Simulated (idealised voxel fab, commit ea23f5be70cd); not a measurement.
Process module, titled voxel wiring stack
Section shown: cut. Width: 280 nm. Cell size: 5 nm, square.
Think of the cross-section as a grid of square cells. We describe it in bands, top to bottom, and each band covers one or more rows of those cells.
It is stipulated that each band's entry specify, in nanometres, the height of the top of the band and then that of its bottom, followed by the materials of the band in left-to-right sequence, each together with its width in nanometres. A single material marked by the word "full width" is understood to fill the band from edge to edge; the word "air" is understood to denote empty space.
Measure heights from 0. That's the level where, below it, the as-received wafer is all one material. The lowest band is bottomless and extends downward; write it as in "0 down".
A width given as "30->40" starts at the first number in the band's top row and ends at the second number in its bottom row, shifting by an equal amount at every step from row to row.
Any step labelled "left unchanged" changed none of the cells in the cross-section.
Closed cavities: empty space of 8 cells or more with no open way to the top, each as width x height at its distance from the left edge, in nm
If you see something after the settings on a step's line, that's the simulator's own remark about that step.
"overlay nm" denotes, for a step that has a mask, the displacement of the mask to the right of its planned place, with negative values corresponding to the left.
Listed below are the process steps as planned
1. op RECEIVE | material Si
2. op CONFORMAL_DEP | material SiO2 | thk nm 10
3. op DIRECTIONAL_DEP | material TiN | thk nm 5
4. op DIRECTIONAL_DEP | material W | thk nm 15
5. op PATTERN | tone cover | mask id METAL_1 | material resist | width nm 30 | pitch nm 55 | thk nm 15 | overlay nm 0
6. op DIRECTIONAL_ETCH | etch materials W | depth nm 15
7. op DIRECTIONAL_ETCH | etch materials TiN | depth nm 5
8. op STRIP | etch materials resist
9. op FILL_DEP | material SiO2 | thk nm 10
10. op CMP | height nm 30
11. op CONFORMAL_DEP | material SiCN | thk nm 5
12. op DIRECTIONAL_DEP | material lowk | thk nm 20
13. op PATTERN | tone open | mask id PLUG_1 | material resist | width nm 15 | pitch nm 55 | thk nm 15 | overlay nm 0
14. op DIRECTIONAL_ETCH | etch materials lowk | depth nm 20
15. op DIRECTIONAL_ETCH | etch materials SiCN | depth nm 5
16. op STRIP | etch materials resist
17. op CONFORMAL_DEP | material TiN | thk nm 5
18. op FILL_DEP | material Ru | thk nm 5
19. op CMP | height nm 55
20. op DIRECTIONAL_DEP | material TiN | thk nm 5
21. op DIRECTIONAL_DEP | material Ru | thk nm 15
22. op PATTERN | tone cover | mask id METAL_2 | material resist | width nm 30 | pitch nm 55 | thk nm 20 | overlay nm -15
23. op DIRECTIONAL_ETCH | etch materials Ru | depth nm 15
24. op DIRECTIONAL_ETCH | etch materials TiN | depth nm 5
25. op STRIP | etch materials resist
26. op CONFORMAL_DEP | material SiCN | thk nm 5
27. op FILL_DEP | material SiO2 | thk nm 5
28. op CMP | height nm 75
29. op CONFORMAL_DEP | material SiN | thk nm 5
The overlay nm used in step 22 is not the same on every wafer, whereas the starting condition is; the value printed in the plan is the first wafer's.
Step 1 complete: as-received cross-section of the first of several wafers
  0 down = Si full width
  Closed cavities: none
Depicted here is the first of several wafers in cross-section, at module completion following the last step, step 29
  80 to 75 = SiN full width
  75 to 60 = SiO2: 75 | SiCN: 5 | Ru: 30 | SiCN: 5 | SiO2: 15 | SiCN: 5 | Ru: 30 | SiCN: 5 | SiO2: 110
  60 to 55 = SiCN: 80 | TiN: 30 | SiCN: 25 | TiN: 30 | SiCN: 115
  55 to 35 = lowk: 95 | TiN: 5 | Ru: 5 | TiN: 5 | lowk: 40 | TiN: 5 | Ru: 5 | TiN: 5 | lowk: 115
  35 to 30 = SiCN: 95 | TiN: 15 | SiCN: 40 | TiN: 15 | SiCN: 115
  30 to 15 = SiO2: 95 | W: 30 | SiO2: 25 | W: 30 | SiO2: 100
  15 to 10 = SiO2: 95 | TiN: 30 | SiO2: 25 | TiN: 30 | SiO2: 100
  10 to 0 = SiO2 full width
  0 down = Si full width
  Closed cavities: none
A cross-section through the last wafer at the close of the module
  80 to 75 = SiN full width
  75 to 60 = SiO2: 105 | SiCN: 5 | Ru: 30 | SiCN: 5 | SiO2: 15 | SiCN: 5 | Ru: 30 | SiCN: 5 | SiO2: 80
  60 to 55 = SiCN: 110 | TiN: 30 | SiCN: 25 | TiN: 30 | SiCN: 85
  55 to 35 = lowk: 95 | TiN: 5 | Ru: 5 | TiN: 5 | lowk: 40 | TiN: 5 | Ru: 5 | TiN: 5 | lowk: 115
  35 to 30 = SiCN: 95 | TiN: 15 | SiCN: 40 | TiN: 15 | SiCN: 115
  30 to 15 = SiO2: 95 | W: 30 | SiO2: 25 | W: 30 | SiO2: 100
  15 to 10 = SiO2: 95 | TiN: 30 | SiO2: 25 | TiN: 30 | SiO2: 100
  10 to 0 = SiO2 full width
  0 down = Si full width
  Closed cavities: none
Where each wafer stands at the end of the module, a row apiece: cells of each material gained (+) or lost (-) since it was received, then closed voids
overlay nm -15; +44 Ru; +106 SiCN; +56 SiN; +408 SiO2; +46 TiN; +36 W; +200 lowk; Closed cavities: none
overlay nm -10; +44 Ru; +106 SiCN; +56 SiN; +408 SiO2; +46 TiN; +36 W; +200 lowk; Closed cavities: none
overlay nm -5; +44 Ru; +106 SiCN; +56 SiN; +408 SiO2; +46 TiN; +36 W; +200 lowk; Closed cavities: none
overlay nm 0; +44 Ru; +106 SiCN; +56 SiN; +408 SiO2; +46 TiN; +36 W; +200 lowk; Closed cavities: none
overlay nm 5; +44 Ru; +106 SiCN; +56 SiN; +408 SiO2; +46 TiN; +36 W; +200 lowk; Closed cavities: none
overlay nm 10; +44 Ru; +106 SiCN; +56 SiN; +408 SiO2; +46 TiN; +36 W; +200 lowk; Closed cavities: none
overlay nm 15; +44 Ru; +106 SiCN; +56 SiN; +408 SiO2; +46 TiN; +36 W; +200 lowk; Closed cavities: none
